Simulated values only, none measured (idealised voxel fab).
voxel self aligned contacts: a process module
cross-section cut | 290 nm wide | cells 5 nm
Cross-section layout: square cells on a grid; listed as bands, top to bottom; a band spans one or more cell rows.
First you get the band's top height and its bottom height, in nm, and then the materials it's made of, left to right, with each width in nm. If you see a single material with "edge to edge", that one covers the band edge to edge. "empty" is empty space.
The level at which height equals 0 is the one under which the wafer, as it arrives, is entirely one material. No lower edge exists for the bottom band, which continues downward and is notated as in "0..down".
Top row gets the first number, bottom row gets the second, and each row in between changes by the same step: that is how a band width like "30->40" works.
Key: "left unchanged" - step with no changed cell in the cross-section.
Enclosed voids (no open way to top), threshold 8 cells or more, entry "Enclosed voids", notation width x height at distance, distance from left edge, nm.
Note: text after step settings on the step line = simulator remark on that step.
The "overlay nm" setting may appear on a step's line; for a step that uses a mask, it gives how far to the right of its planned position the mask lay, and a negative value indicates the left.
**The process steps that were planned are listed below**
1,RECEIVE: material Si
2,CONFORMAL_DEP: material SiO2, thk nm 5
3,DIRECTIONAL_DEP: material polySi, thk nm 20
4,DIRECTIONAL_DEP: material SiN, thk nm 25
5,PATTERN: tone cover, mask id GATE, material resist, width nm 25, pitch nm 60, thk nm 15, overlay nm 0
6,DIRECTIONAL_ETCH: etch materials SiN, depth nm 25
7,DIRECTIONAL_ETCH: etch materials polySi, depth nm 25
8,STRIP: etch materials resist
9,CONFORMAL_DEP: material SiN, thk nm 10
10,DIRECTIONAL_ETCH: etch materials SiN, depth nm 10
11,FILL_DEP: material SiO2, thk nm 15
12,CMP: height nm 65
13,DIRECTIONAL_DEP: material aC, thk nm 10
14,PATTERN: tone open, mask id CONTACT, material resist, width nm 45, pitch nm 60, thk nm 30, overlay nm 0
15,DIRECTIONAL_ETCH: etch materials aC, depth nm 10
16,STRIP: etch materials resist
17,DIRECTIONAL_ETCH: etch materials SiO2, depth nm 65
18,STRIP: etch materials aC
19,CONFORMAL_DEP: material TiN, thk nm 5
20,FILL_DEP: material W, thk nm 10
21,CMP: height nm 65
22,CONFORMAL_DEP: material SiCN, thk nm 5
For this document, wafers share an identical start and vary in the step 3 thk nm; the plan quotes the first wafer's value.
**First of several wafers (as received, post step 1), cross-sectional view**
- 0..down  Si edge to edge
- Enclosed voids: none
**Last step of the module is step 22; after it, the first of several wafers in cross-section**
- 70..65  SiCN edge to edge
- 65..55  SiO2 90 nm; TiN 5 nm; W 35 nm; TiN 5 nm; SiO2 15 nm; TiN 5 nm; W 35 nm; TiN 5 nm; SiO2 95 nm
- 55..50  SiO2 90 nm; TiN 20 nm; W 5 nm; TiN 20 nm; SiO2 15 nm; TiN 20 nm; W 5 nm; TiN 20 nm; SiO2 95 nm
- 50..25  SiO2 60 nm; SiN 45 nm; TiN 5 nm; W 5 nm; TiN 5 nm; SiN 45 nm; TiN 5 nm; W 5 nm; TiN 5 nm; SiN 45 nm; SiO2 65 nm
- 25..5  SiO2 60 nm; SiN 10 nm; polySi 25 nm; SiN 10 nm; TiN 5 nm; W 5 nm; TiN 5 nm; SiN 10 nm; polySi 25 nm; SiN 10 nm; TiN 5 nm; W 5 nm; TiN 5 nm; SiN 10 nm; polySi 25 nm; SiN 10 nm; SiO2 65 nm
- 5..0  SiO2 105 nm; TiN 15 nm; SiO2 45 nm; TiN 15 nm; SiO2 110 nm
- 0..down  Si edge to edge
- Enclosed voids: none
**X-section, last wafer, module end**
- 70..65  SiCN edge to edge
- 65..45  SiO2 60 nm; SiN 45 nm; TiN 5 nm; W 5 nm; TiN 5 nm; SiN 45 nm; TiN 5 nm; W 5 nm; TiN 5 nm; SiN 45 nm; SiO2 65 nm
- 45..25  SiO2 60 nm; SiN 10 nm; polySi 25 nm; SiN 10 nm; TiN 5 nm; W 5 nm; TiN 5 nm; SiN 10 nm; polySi 25 nm; SiN 10 nm; TiN 5 nm; W 5 nm; TiN 5 nm; SiN 10 nm; polySi 25 nm; SiN 10 nm; SiO2 65 nm
- 25..20  SiO2 60 nm; SiN 10 nm; polySi 25 nm; SiN 10 nm; TiN 15 nm; SiN 10 nm; polySi 25 nm; SiN 10 nm; TiN 15 nm; SiN 10 nm; polySi 25 nm; SiN 10 nm; SiO2 65 nm
- 20..5  polySi edge to edge
- 5..0  SiO2 edge to edge
- 0..down  Si edge to edge
- Enclosed voids: none
**Wafer rows, end of module: cells per material gained (+) or lost (-) since receipt; closed voids last**
thk nm 20 | +58 SiCN | +183 SiN | +397 SiO2 | +66 TiN | +48 W | +60 polySi | Enclosed voids: none
thk nm 25 | +58 SiCN | +195 SiN | +382 SiO2 | +66 TiN | +36 W | +75 polySi | Enclosed voids: none
thk nm 30 | +58 SiCN | +195 SiN | +348 SiO2 | +58 TiN | +20 W | +133 polySi | Enclosed voids: none
thk nm 35 | +58 SiCN | +195 SiN | +308 SiO2 | +42 TiN | +18 W | +191 polySi | Enclosed voids: none
thk nm 40 | +58 SiCN | +168 SiN | +283 SiO2 | +38 TiN | +16 W | +249 polySi | Enclosed voids: none
